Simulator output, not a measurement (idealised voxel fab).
The process module that follows is named voxel gate over fins.
This is section cut - it's 260 nm across, gridded in 5 nm square cells.
Format of a cross-section: grid, square cells. Given as bands. Order: top down. Band: one or more rows of cells. It is stipulated that each band's entry specify, in nanometres, the height of the top of the band and then that of its bottom, followed by the materials of the band in left-to-right sequence, each together with its width in nanometres. A single material marked by the word "edge to edge" is understood to fill the band from edge to edge; the word "empty" is understood to denote empty space. Note: height 0 marks the level under which the wafer is uniformly one material as received. Lowest band unbounded below, written "0 down". Think of "30 to 40" as a width that walks from the first number to the second as you go down the band, top row to bottom row, taking equal-sized steps from row to row. "changes: none" -> step changed no cross-section cell. So "Voids, fully enclosed" is basically the list of trapped voids: any empty space of 8 cells or more that can't reach the top through an opening. They're written width x height at distance, the distance being from the left edge, and it's all nm. On each step's line, the part that comes after the settings is the simulator's own comment on the step. overlay nm: how far to the right of its planned place the mask lay on this masked step (negative: to the left).

Steps planned for the process:
1,RECEIVE,material Si
2,CONFORMAL_DEP,material SiN,thk nm 5
3,MASKED_ETCH,tone cover,mask id FINS,width nm 15,pitch nm 50,etch materials SiN,depth nm 5,overlay nm 0
4,MASKED_ETCH,tone cover,mask id FINS,width nm 15,pitch nm 50,etch materials Si,depth nm 35,overlay nm 0
5,OXIDIZE,depth nm 5
6,FILL_DEP,material SiO2,thk nm 15
7,CMP,height nm 5
8,MASKED_ETCH,tone open,mask id RAIL,width nm 15,etch materials SiO2,depth nm 35,overlay nm 0
9,CONFORMAL_DEP,material TiN,thk nm 5
10,FILL_DEP,material Ru,thk nm 5
11,CMP,height nm 5
12,SELECTIVE_ETCH,etch materials W Ru TiN,depth nm 20
13,FILL_DEP,material SiO2,thk nm 5
14,CMP,height nm 5
15,SELECTIVE_ETCH,etch materials SiO2,depth nm 15
16,STRIP,etch materials SiN
17,CONFORMAL_DEP,material HfO2,thk nm 5
18,CONFORMAL_DEP,material TiN,thk nm 5
19,CONFORMAL_DEP,material TiAl,thk nm 5
20,CONFORMAL_DEP,material TiN,thk nm 5
21,FILL_DEP,material W,thk nm 10
22,CMP,height nm 25
23,CONFORMAL_DEP,material SiCN,thk nm 5
It is noted that the wafers described herein are identical at the outset and are distinguished by the width nm of step 3; the value stated in the plan corresponds to the first wafer.

As-received state after step 1, first of several wafers, cross-section:
- 0 down | Si edge to edge
- Voids, fully enclosed: none

The following table contains a row per wafer, in which are reported, at the conclusion of the module, the cells of each material gained (+) or lost (-) since the wafer's receipt, with its closed voids given thereafter:
width nm 15 | +68 HfO2 | +2 Ru | -384 Si | +52 SiCN | +279 SiO2 | +68 TiAl | +143 TiN | +84 W | Voids, fully enclosed: none
width nm 20 | +68 HfO2 | +2 Ru | -352 Si | +52 SiCN | +255 SiO2 | +68 TiAl | +143 TiN | +76 W | Voids, fully enclosed: none
width nm 25 | +68 HfO2 | +2 Ru | -320 Si | +52 SiCN | +231 SiO2 | +68 TiAl | +137 TiN | +74 W | Voids, fully enclosed: none
width nm 30 | +68 HfO2 | +2 Ru | -288 Si | +52 SiCN | +207 SiO2 | +68 TiAl | +131 TiN | +72 W | Voids, fully enclosed: none
